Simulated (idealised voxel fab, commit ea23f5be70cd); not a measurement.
Presented below is a process module, voxel self aligned vias.
Cross-sectional view cut (width: 285 nm; square cell size: 5 nm).
Throughout this document, each cross-section is represented as a grid of square cells and is presented as a sequence of bands enumerated from the top downward, where a band comprises one or more rows of cells.
Basically the band line says how high the top is and how high the bottom is, in nm, and then what's in it from left to right, every material with its width in nm. Empty space shows up as "air", and if a single material carries "full width" it runs the full band edge to edge.
Zero point of the height axis is 0; under it, received wafer = one material. Lowest band: continues down indefinitely, "0..down".
It should be noted that a width expressed as "30 to 40" varies in equal increments from row to row of cells within the band, taking the value of the first number at the top row and that of the second number at the bottom row.
Basically "nothing altered" means that step didn't change any cell in the cross-section.
"Sealed-off cavities" enumerates empty spaces isolated from the top, with no open way to it, that contain at least 8 cells, giving each as width x height at distance from the left edge, all three in nm.
Where a step's line continues beyond its settings, the continuation is a remark by the simulator itself on that step.
overlay nm: how far to the right of its planned place the mask lay on this masked step (negative: to the left).

Steps in the process plan:
1,RECEIVE, material Si
2,CONFORMAL_DEP, material SiO2, thk nm 15
3,CONFORMAL_DEP, material SiCN, thk nm 5
4,DIRECTIONAL_DEP, material lowk, thk nm 25
5,PATTERN, tone open, mask id LINES, material resist, width nm 30, pitch nm 70, thk nm 20, overlay nm 0
6,DIRECTIONAL_ETCH, etch materials lowk, depth nm 25
7,STRIP, etch materials resist
8,CONFORMAL_DEP, material TiN, thk nm 5
9,FILL_DEP, material Ru, thk nm 10
10,CMP, height nm 45
11,SELECTIVE_ETCH, etch materials W Ru TiN, depth nm 5
12,FILL_DEP, material SiN, thk nm 10
13,CMP, height nm 45
14,DIRECTIONAL_DEP, material lowk, thk nm 20
15,PATTERN, tone open, mask id VIAS, material resist, width nm 40, pitch nm 70, thk nm 15, overlay nm -15
16,DIRECTIONAL_ETCH, etch materials lowk, depth nm 20
17,DIRECTIONAL_ETCH, etch materials SiN, depth nm 5
18,STRIP, etch materials resist
19,CONFORMAL_DEP, material TiN, thk nm 5
20,FILL_DEP, material Cu, thk nm 10
21,CMP, height nm 65
22,CONFORMAL_DEP, material SiN, thk nm 5
The overlay nm used in step 15 is not the same on every wafer, whereas the starting condition is; the value printed in the plan is the first wafer's.

As-received state after step 1, first of several wafers, cross-section:
    0..down | Si full width
    Sealed-off cavities: none

The figure below presents a cross-section of the first of several wafers at the conclusion of the module, following its last step, step 22:
    70..65 | SiN full width
    65..50 | 70 of lowk, 5 of TiN, 30 of Cu, 5 of TiN, 30 of lowk, 5 of TiN, 30 of Cu, 5 of TiN, 105 of lowk
    50..45 | 70 of lowk, 25 of TiN, 10 of Cu, 5 of TiN, 30 of lowk, 25 of TiN, 10 of Cu, 5 of TiN, 105 of lowk
    45..40 | 90 of lowk, 20 of TiN, 10 of SiN, 40 of lowk, 20 of TiN, 10 of SiN, 95 of lowk
    40..25 | 90 of lowk, 5 of TiN, 20 of Ru, 5 of TiN, 40 of lowk, 5 of TiN, 20 of Ru, 5 of TiN, 95 of lowk
    25..20 | 90 of lowk, 30 of TiN, 40 of lowk, 30 of TiN, 95 of lowk
    20..15 | SiCN full width
    15..0 | SiO2 full width
    0..down | Si full width
    Sealed-off cavities: none

Final wafer cross-section at module end:
    70..65 | SiN full width
    65..50 | 100 of lowk, 5 of TiN, 30 of Cu, 5 of TiN, 30 of lowk, 5 of TiN, 30 of Cu, 5 of TiN, 75 of lowk
    50..45 | 100 of lowk, 5 of TiN, 10 of Cu, 25 of TiN, 30 of lowk, 5 of TiN, 10 of Cu, 25 of TiN, 75 of lowk
    45..40 | 90 of lowk, 10 of SiN, 20 of TiN, 40 of lowk, 10 of SiN, 20 of TiN, 95 of lowk
    40..25 | 90 of lowk, 5 of TiN, 20 of Ru, 5 of TiN, 40 of lowk, 5 of TiN, 20 of Ru, 5 of TiN, 95 of lowk
    25..20 | 90 of lowk, 30 of TiN, 40 of lowk, 30 of TiN, 95 of lowk
    20..15 | SiCN full width
    15..0 | SiO2 full width
    0..down | Si full width
    Sealed-off cavities: none

Every row in this table is a wafer at the end of the module, and it gives, for each of the materials, the cells that wafer has gained (+) or lost (-) since it was received, then its closed voids:
overlay nm -15; +40 Cu; +24 Ru; +57 SiCN; +61 SiN; +171 SiO2; +56 TiN; +389 lowk; Sealed-off cavities: none
overlay nm -10; +42 Cu; +24 Ru; +57 SiCN; +59 SiN; +171 SiO2; +56 TiN; +389 lowk; Sealed-off cavities: none
overlay nm -5; +44 Cu; +24 Ru; +57 SiCN; +57 SiN; +171 SiO2; +56 TiN; +389 lowk; Sealed-off cavities: none
overlay nm 0; +44 Cu; +24 Ru; +57 SiCN; +57 SiN; +171 SiO2; +56 TiN; +389 lowk; Sealed-off cavities: none
overlay nm 5; +44 Cu; +24 Ru; +57 SiCN; +57 SiN; +171 SiO2; +56 TiN; +389 lowk; Sealed-off cavities: none
overlay nm 10; +42 Cu; +24 Ru; +57 SiCN; +59 SiN; +171 SiO2; +56 TiN; +389 lowk; Sealed-off cavities: none
overlay nm 15; +40 Cu; +24 Ru; +57 SiCN; +61 SiN; +171 SiO2; +56 TiN; +389 lowk; Sealed-off cavities: none
